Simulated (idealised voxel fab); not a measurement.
Module name: voxel ribs on slabs (process module)
The figure presents cross-section cut, which has a width of 220 nm and is divided into square cells with an edge length of 5 nm.
We lay out every cross-section as a grid of square cells and spell it out in bands from the top down, where one band means one or more rows of cells.
Top height, bottom height, nm. Materials left to right, width each, nm. Single material + "everywhere" = fills band edge to edge. "air" = empty.
Measure heights from 0. That's the level where, below it, the as-received wafer is all one material. The lowest band is bottomless and extends downward; write it as in "0 nm and below".
The notation "30..40" denotes a width that varies across the rows of cells in the band, beginning at the first number in the top row, finishing at the second number in the bottom row, and changing by an identical amount from each row to the next.
Any step labelled "nothing changed" changed none of the cells in the cross-section.
Empty spaces without an open route to the top, at least 8 cells in extent, make up the entry "Sealed internal voids"; each is given as width x height at distance, where the distance is measured from the left edge, and all are in nm.
What comes after the settings on a step's line is commentary from the simulator itself on that step.
"overlay nm" denotes, for a step that has a mask, the displacement of the mask to the right of its planned place, with negative values corresponding to the left.

plan
- 1: RECEIVE with material Si
- 2: DIRECTIONAL_DEP with material SiO2, thk nm 20
- 3: DIRECTIONAL_DEP with material polySi, thk nm 20
- 4: PATTERN with tone cover, mask id RIB, material resist, width nm 20, thk nm 20, overlay nm 0
- 5: DIRECTIONAL_ETCH with etch materials polySi, depth nm 5
- 6: STRIP with etch materials resist
- 7: DIRECTIONAL_DEP with material aC, thk nm 10
- 8: PATTERN with tone cover, mask id SLAB, material resist, width nm 70, thk nm 30, overlay nm 0
- 9: DIRECTIONAL_ETCH with etch materials aC, depth nm 10
- 10: STRIP with etch materials resist
- 11: DIRECTIONAL_ETCH with etch materials polySi, depth nm 15
- 12: STRIP with etch materials aC
- 13: FILL_DEP with material SiO2, thk nm 20
- 14: CMP with height nm 55
- 15: DIRECTIONAL_DEP with material TiN, thk nm 10
- 16: PATTERN with tone cover, mask id HEATER, material resist, width nm 30, thk nm 15, overlay nm 0
- 17: DIRECTIONAL_ETCH with etch materials TiN, depth nm 10
- 18: STRIP with etch materials resist
- 19: CONFORMAL_DEP with material SiN, thk nm 5

As received (post step 1): cross-section
    0 nm and below  Si everywhere
    Sealed internal voids: none

The first of two wafers, cross-sectioned at the end of the module, with the run proceeding as planned
    70 nm to 65 nm  air 90, SiN 40, air 90
    65 nm to 60 nm  air 90, SiN 5, TiN 30, SiN 5, air 90
    60 nm to 55 nm  SiN 95, TiN 30, SiN 95
    55 nm to 40 nm  SiO2 everywhere
    40 nm to 35 nm  SiO2 100, polySi 20, SiO2 100
    35 nm to 20 nm  SiO2 75, polySi 70, SiO2 75
    20 nm to 0 nm  SiO2 everywhere
    0 nm and below  Si everywhere
    Sealed internal voids: none

Cross-section at end of module for the second wafer of two, which matched the first in starting point and plan and differed by one mistake in its processing
    70 nm to 65 nm  air 90, SiN 40, air 90
    65 nm to 60 nm  air 90, SiN 5, TiN 30, SiN 5, air 90
    60 nm to 55 nm  SiN 95, TiN 30, SiN 95
    55 nm to 35 nm  SiO2 everywhere
    35 nm to 25 nm  polySi 75, SiO2 70, polySi 75
    25 nm to 20 nm  polySi 75, SiO2 25, polySi 20, SiO2 25, polySi 75
    20 nm to 0 nm  SiO2 everywhere
    0 nm and below  Si everywhere
    Sealed internal voids: none
Diagnosis: off-plan run, step 8, actual operation and settings PATTERN with tone open, mask id SLAB, material resist, width nm 70, thk nm 30, overlay nm 0
Count the cells at the end and the second wafer has more or fewer of some materials than the first: -48 SiO2, +48 polySi
